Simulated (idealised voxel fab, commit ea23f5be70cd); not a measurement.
process module | voxel wiring stack
cross-section cut | 250 nm wide | cells 5 nm
A cross-section is a grid of square cells, given in bands from the top down. A band is one or more rows of cells.
Each band's line starts with the height of the band's top and of its bottom, in nm. Then come its materials from left to right, each with its width in nm. One material with "throughout" fills the band from edge to edge. "air" is empty space.
Height 0 is the level under which the wafer as received is all one material. The lowest band goes on downwards, as in "0 down".
A width such as "30 to 40" changes by the same amount from each row of cells to the next, from the band's top row to its bottom row.
"no change" after a step means that no cell of the cross-section changed.
closed voids: empty space of 8 cells or more with no open way to the top, each as width x height at its distance from the left edge, in nm
after a step's settings: what the simulator itself notes on the step
overlay nm, on a step with a mask: how far to the right of its planned place the mask lay; to the left if negative
plan
1 op RECEIVE | material Si
2 op CONFORMAL_DEP | material SiO2 | thk nm 10
3 op DIRECTIONAL_DEP | material TiN | thk nm 5
4 op DIRECTIONAL_DEP | material W | thk nm 25
5 op PATTERN | tone cover | mask id METAL_1 | material resist | width nm 30 | pitch nm 55 | thk nm 20 | overlay nm 0
6 op DIRECTIONAL_ETCH | etch materials W | depth nm 25
7 op DIRECTIONAL_ETCH | etch materials TiN | depth nm 5
8 op STRIP | etch materials resist
9 op CONFORMAL_DEP | material SiN | thk nm 5
10 op FILL_DEP | material SiO2 | thk nm 10
11 op CMP | height nm 40
12 op CONFORMAL_DEP | material SiCN | thk nm 5
13 op DIRECTIONAL_DEP | material SiO2 | thk nm 30
14 op PATTERN | tone open | mask id METAL_2_HOLES | material resist | width nm 15 | pitch nm 55 | thk nm 20 | overlay nm 0
15 op DIRECTIONAL_ETCH | etch materials SiO2 | depth nm 30
16 op STRIP | etch materials resist
17 op PATTERN | tone open | mask id METAL_2 | material resist | width nm 30 | pitch nm 55 | thk nm 20 | overlay nm 0
18 op DIRECTIONAL_ETCH | etch materials SiO2 | depth nm 20
19 op DIRECTIONAL_ETCH | etch materials SiCN | depth nm 5
20 op STRIP | etch materials resist
21 op CONFORMAL_DEP | material TiN | thk nm 5
22 op FILL_DEP | material Ru | thk nm 5
23 op CMP | height nm 75
24 op CONFORMAL_DEP | material SiCN | thk nm 5
25 op DIRECTIONAL_DEP | material SiO2 | thk nm 35
26 op MASKED_ETCH | tone open | mask id METAL_3_HOLES | width nm 15 | pitch nm 55 | etch materials SiO2 | depth nm 35 | overlay nm 0
27 op MASKED_ETCH | tone open | mask id METAL_3 | width nm 30 | pitch nm 55 | etch materials SiO2 | depth nm 20 | overlay nm 0
28 op MASKED_ETCH | tone open | mask id METAL_3 | width nm 30 | pitch nm 55 | etch materials SiCN | depth nm 5 | overlay nm 0
29 op CONFORMAL_DEP | material TiN | thk nm 5
30 op FILL_DEP | material Cu | thk nm 10
31 op CMP | height nm 115
32 op CONFORMAL_DEP | material SiCN | thk nm 5
as received, after step 1
  0 down: Si throughout
  closed voids: none
a wafer at the end: this start, this plan, one mistake
  115 to 110: SiCN throughout
  110 to 100: SiO2 80 | TiN 5 | Cu 20 | TiN 5 | SiO2 25 | TiN 5 | Cu 20 | TiN 5 | SiO2 85
  100 to 95: SiO2 80 | TiN 5 | Cu 5 | TiN 20 | SiO2 25 | TiN 5 | Cu 5 | TiN 20 | SiO2 85
  95 to 80: SiO2 80 | TiN 5 | Cu 5 | TiN 5 | SiO2 40 | TiN 5 | Cu 5 | TiN 5 | SiO2 100
  80 to 75: SiCN 80 | TiN 15 | SiCN 40 | TiN 15 | SiCN 100
  75 to 60: SiO2 80 | TiN 5 | Ru 20 | TiN 5 | SiO2 25 | TiN 5 | Ru 20 | TiN 5 | SiO2 85
  60 to 55: SiO2 80 | TiN 5 | Ru 5 | TiN 20 | SiO2 25 | TiN 5 | Ru 5 | TiN 20 | SiO2 85
  55 to 45: SiO2 80 | TiN 5 | Ru 5 | TiN 5 | SiO2 40 | TiN 5 | Ru 5 | TiN 5 | SiO2 100
  45 to 40: SiCN 80 | TiN 15 | SiCN 40 | TiN 15 | SiCN 100
  40 to 15: SiO2 75 | SiN 5 | W 30 | SiN 5 | SiO2 15 | SiN 5 | W 30 | SiN 5 | SiO2 80
  15 to 10: SiN 80 | TiN 30 | SiN 25 | TiN 30 | SiN 85
  10 to 0: SiO2 throughout
  0 down: Si throughout
  closed voids: none
what went wrong: step 31 ran as: op CMP | height nm 110
